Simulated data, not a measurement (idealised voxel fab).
Name of the process module below: voxel self aligned contacts
This is section cut - it's 160 nm across, gridded in 5 nm square cells.
For the purposes of this document, a cross-section shall be understood as a grid of square cells, specified as bands listed in top-to-bottom order, each band consisting of one or more rows of cells. First you get the band's top height and its bottom height, in nm, and then the materials it's made of, left to right, with each width in nm. If you see a single material with "edge to edge", that one covers the band edge to edge. "blank" is empty space. We count height from 0. Below that, the starting wafer is all one material. The lowest band never ends at the bottom but goes on down; see "0 down" for how that is written. You'd read "30->40" like this: the band's top row of cells is as wide as the first number, its bottom row is as wide as the second, and going down, every row changes width by the same amount as the row before did. "changes: none" after a step means that no cell of the cross-section changed. Sealed void inventory: empty space of 8 cells or more with no open way to the top, each as width x height at its distance from the left edge, in nm. Text after the settings on a step's line: the simulator's own remark on that step. overlay nm: for a step with a mask, the amount by which the mask lay right of where it was planned; a negative amount means left of it.
-- Process steps foreseen in the plan
1. RECEIVE, material Si
2. OXIDIZE, depth nm 5
3. DIRECTIONAL_DEP, material polySi, thk nm 30
4. DIRECTIONAL_DEP, material SiN, thk nm 25
5. DIRECTIONAL_DEP, material aC, thk nm 15
6. PATTERN, tone cover, mask id GATE, material resist, width nm 25, pitch nm 65, thk nm 35, overlay nm 0
7. DIRECTIONAL_ETCH, etch materials aC, depth nm 15
8. STRIP, etch materials resist
9. DIRECTIONAL_ETCH, etch materials SiN, depth nm 25
10. DIRECTIONAL_ETCH, etch materials polySi, depth nm 30
11. STRIP, etch materials aC
12. CONFORMAL_DEP, material SiN, thk nm 10
13. DIRECTIONAL_ETCH, etch materials SiN, depth nm 10
14. FILL_DEP, material SiO2, thk nm 20
15. CMP, height nm 65
16. MASKED_ETCH, tone open, mask id CONTACT, width nm 50, etch materials SiO2, depth nm 70, overlay nm 0
17. CONFORMAL_DEP, material TiN, thk nm 5
18. FILL_DEP, material Ru, thk nm 5
19. CMP, height nm 65
20. CONFORMAL_DEP, material SiN, thk nm 5
-- Account of the first of two wafers, which was processed as intended
-- Cross-section of the incoming wafer, state after step 1
- 0 down: Si edge to edge
- Sealed void inventory: none
-- Cross-section of the wafer after step 2
- 0 to -5: SiO2 edge to edge
- Below -5 it's all the same as before, nothing changed down there.
-- Cross-section of the wafer after step 3
- 30 to 0: polySi edge to edge
- Below 0 it's all the same as before, nothing changed down there.
-- Cross-section of the wafer after step 4
- 55 to 30: SiN edge to edge
- Below 30 it's all the same as before, nothing changed down there.
-- Cross-section of the wafer after step 5
- 70 to 55: aC edge to edge
- Below 55 it's all the same as before, nothing changed down there.
-- Cross-section of the wafer after step 6
- 105 to 70: 35 nm blank / 25 nm resist / 40 nm blank / 25 nm resist / 35 nm blank
- Below 70 it's all the same as before, nothing changed down there.
-- Cross-section of the wafer after step 7
- 90 to 70: 35 nm blank / 25 nm resist / 40 nm blank / 25 nm resist / 35 nm blank
- 70 to 55: 35 nm blank / 25 nm aC / 40 nm blank / 25 nm aC / 35 nm blank
- Below 55 it's all the same as before, nothing changed down there.
-- Cross-section of the wafer after step 8
- 70 to 55: 35 nm blank / 25 nm aC / 40 nm blank / 25 nm aC / 35 nm blank
- Below 55 it's all the same as before, nothing changed down there.
-- Cross-section of the wafer after step 9
- 70 to 55: 35 nm blank / 25 nm aC / 40 nm blank / 25 nm aC / 35 nm blank
- 55 to 30: 35 nm blank / 25 nm SiN / 40 nm blank / 25 nm SiN / 35 nm blank
- Below 30 it's all the same as before, nothing changed down there.
-- Cross-section of the wafer after step 10
- 70 to 55: 35 nm blank / 25 nm aC / 40 nm blank / 25 nm aC / 35 nm blank
- 55 to 30: 35 nm blank / 25 nm SiN / 40 nm blank / 25 nm SiN / 35 nm blank
- 30 to 0: 35 nm blank / 25 nm polySi / 40 nm blank / 25 nm polySi / 35 nm blank
- Below 0 it's all the same as before, nothing changed down there.
-- Cross-section of the wafer after step 11
- 55 to 30: 35 nm blank / 25 nm SiN / 40 nm blank / 25 nm SiN / 35 nm blank
- Below 30 it's all the same as before, nothing changed down there.
-- Cross-section of the wafer after step 12
- 65 to 30: 25 nm blank / 45 nm SiN / 20 nm blank / 45 nm SiN / 25 nm blank
- 30 to 10: 25 nm blank / 10 nm SiN / 25 nm polySi / 10 nm SiN / 20 nm blank / 10 nm SiN / 25 nm polySi / 10 nm SiN / 25 nm blank
- 10 to 0: 35 nm SiN / 25 nm polySi / 40 nm SiN / 25 nm polySi / 35 nm SiN
- Below 0 it's all the same as before, nothing changed down there.
-- Cross-section of the wafer after step 13
- 55 to 30: 25 nm blank / 45 nm SiN / 20 nm blank / 45 nm SiN / 25 nm blank
- 30 to 0: 25 nm blank / 10 nm SiN / 25 nm polySi / 10 nm SiN / 20 nm blank / 10 nm SiN / 25 nm polySi / 10 nm SiN / 25 nm blank
- Below 0 it's all the same as before, nothing changed down there.
-- Cross-section of the wafer after step 14
- 75 to 55: SiO2 edge to edge
- 55 to 30: 25 nm SiO2 / 45 nm SiN / 20 nm SiO2 / 45 nm SiN / 25 nm SiO2
- 30 to 0: 25 nm SiO2 / 10 nm SiN / 25 nm polySi / 10 nm SiN / 20 nm SiO2 / 10 nm SiN / 25 nm polySi / 10 nm SiN / 25 nm SiO2
- Below 0 it's all the same as before, nothing changed down there.
-- Cross-section of the wafer after step 15
- 65 to 55: SiO2 edge to edge
- Below 55 it's all the same as before, nothing changed down there.
-- Cross-section of the wafer after step 16
- 65 to 55: 55 nm SiO2 / 50 nm blank / 55 nm SiO2
- 55 to 30: 25 nm SiO2 / 45 nm SiN / 20 nm blank / 45 nm SiN / 25 nm SiO2
- 30 to 0: 25 nm SiO2 / 10 nm SiN / 25 nm polySi / 10 nm SiN / 20 nm blank / 10 nm SiN / 25 nm polySi / 10 nm SiN / 25 nm SiO2
- 0 to -5: 70 nm SiO2 / 20 nm blank / 70 nm SiO2
- Below -5 it's all the same as before, nothing changed down there.
-- Cross-section of the wafer after step 17
- 70 to 65: 60 nm TiN / 40 nm blank / 60 nm TiN
- 65 to 55: 55 nm SiO2 / 5->20 nm TiN / 40->10 nm blank / 5->20 nm TiN / 55 nm SiO2
- 55 to 30: 25 nm SiO2 / 45 nm SiN / 5 nm TiN / 10 nm blank / 5 nm TiN / 45 nm SiN / 25 nm SiO2
- 30 to 0: 25 nm SiO2 / 10 nm SiN / 25 nm polySi / 10 nm SiN / 5 nm TiN / 10 nm blank / 5 nm TiN / 10 nm SiN / 25 nm polySi / 10 nm SiN / 25 nm SiO2
- 0 to -5: 70 nm SiO2 / 20 nm TiN / 70 nm SiO2
- Below -5 it's all the same as before, nothing changed down there.
-- Cross-section of the wafer after step 18
- 75 to 70: Ru edge to edge
- 70 to 65: 60 nm TiN / 40 nm Ru / 60 nm TiN
- 65 to 55: 55 nm SiO2 / 5->20 nm TiN / 40->10 nm Ru / 5->20 nm TiN / 55 nm SiO2
- 55 to 30: 25 nm SiO2 / 45 nm SiN / 5 nm TiN / 10 nm Ru / 5 nm TiN / 45 nm SiN / 25 nm SiO2
- 30 to 0: 25 nm SiO2 / 10 nm SiN / 25 nm polySi / 10 nm SiN / 5 nm TiN / 10 nm Ru / 5 nm TiN / 10 nm SiN / 25 nm polySi / 10 nm SiN / 25 nm SiO2
- Below 0 it's all the same as before, nothing changed down there.
-- Cross-section of the wafer after step 19
- 65 to 55: 55 nm SiO2 / 5->20 nm TiN / 40->10 nm Ru / 5->20 nm TiN / 55 nm SiO2
- Below 55 it's all the same as before, nothing changed down there.
-- Cross-section of the wafer after step 20
- 70 to 65: SiN edge to edge
- Below 65 it's all the same as before, nothing changed down there.
-- Wafer two of two - same starting point, same process plan, one mistake in execution; matches wafer one up to and including step 15
-- Cross-section, second wafer, at the end time the plan gives for step 16
- 65 to 55: 65 nm SiO2 / 50 nm blank / 45 nm SiO2
- 55 to 30: 25 nm SiO2 / 45 nm SiN / 20 nm blank / 45 nm SiN / 25 nm SiO2
- 30 to 0: 25 nm SiO2 / 10 nm SiN / 25 nm polySi / 10 nm SiN / 20 nm blank / 10 nm SiN / 25 nm polySi / 10 nm SiN / 25 nm SiO2
- 0 to -5: 70 nm SiO2 / 20 nm blank / 70 nm SiO2
- Below -5 it's all the same as before, nothing changed down there.
-- Cross-section, second wafer, at the end time the plan gives for step 17
- 70 to 65: 70 nm TiN / 40 nm blank / 50 nm TiN
- 65 to 55: 65 nm SiO2 / 5->10 nm TiN / 40->10 nm blank / 5->30 nm TiN / 45 nm SiO2
- 55 to 30: 25 nm SiO2 / 45 nm SiN / 5 nm TiN / 10 nm blank / 5 nm TiN / 45 nm SiN / 25 nm SiO2
- 30 to 0: 25 nm SiO2 / 10 nm SiN / 25 nm polySi / 10 nm SiN / 5 nm TiN / 10 nm blank / 5 nm TiN / 10 nm SiN / 25 nm polySi / 10 nm SiN / 25 nm SiO2
- 0 to -5: 70 nm SiO2 / 20 nm TiN / 70 nm SiO2
- Below -5 it's all the same as before, nothing changed down there.
-- Cross-section, second wafer, at the end time the plan gives for step 18
- 75 to 70: Ru edge to edge
- 70 to 65: 70 nm TiN / 40 nm Ru / 50 nm TiN
- 65 to 55: 65 nm SiO2 / 5->10 nm TiN / 40->10 nm Ru / 5->30 nm TiN / 45 nm SiO2
- 55 to 30: 25 nm SiO2 / 45 nm SiN / 5 nm TiN / 10 nm Ru / 5 nm TiN / 45 nm SiN / 25 nm SiO2
- 30 to 0: 25 nm SiO2 / 10 nm SiN / 25 nm polySi / 10 nm SiN / 5 nm TiN / 10 nm Ru / 5 nm TiN / 10 nm SiN / 25 nm polySi / 10 nm SiN / 25 nm SiO2
- Below 0 it's all the same as before, nothing changed down there.
-- Cross-section, second wafer, at the end time the plan gives for step 19
- 65 to 55: 65 nm SiO2 / 5->10 nm TiN / 40->10 nm Ru / 5->30 nm TiN / 45 nm SiO2
- Below 55 it's all the same as before, nothing changed down there.
-- Cross-section, second wafer, at the end time the plan gives for step 20
- 70 to 65: SiN edge to edge
- Below 65 it's all the same as before, nothing changed down there.
Against the plan, the run slipped here: for step 16, the planned setting was not used; the step was instead run as MASKED_ETCH, tone open, mask id CONTACT, width nm 50, etch materials SiO2, depth nm 70, overlay nm 10
Heads up: at the end the two wafers have identical cell counts per material, they're just laid out differently.
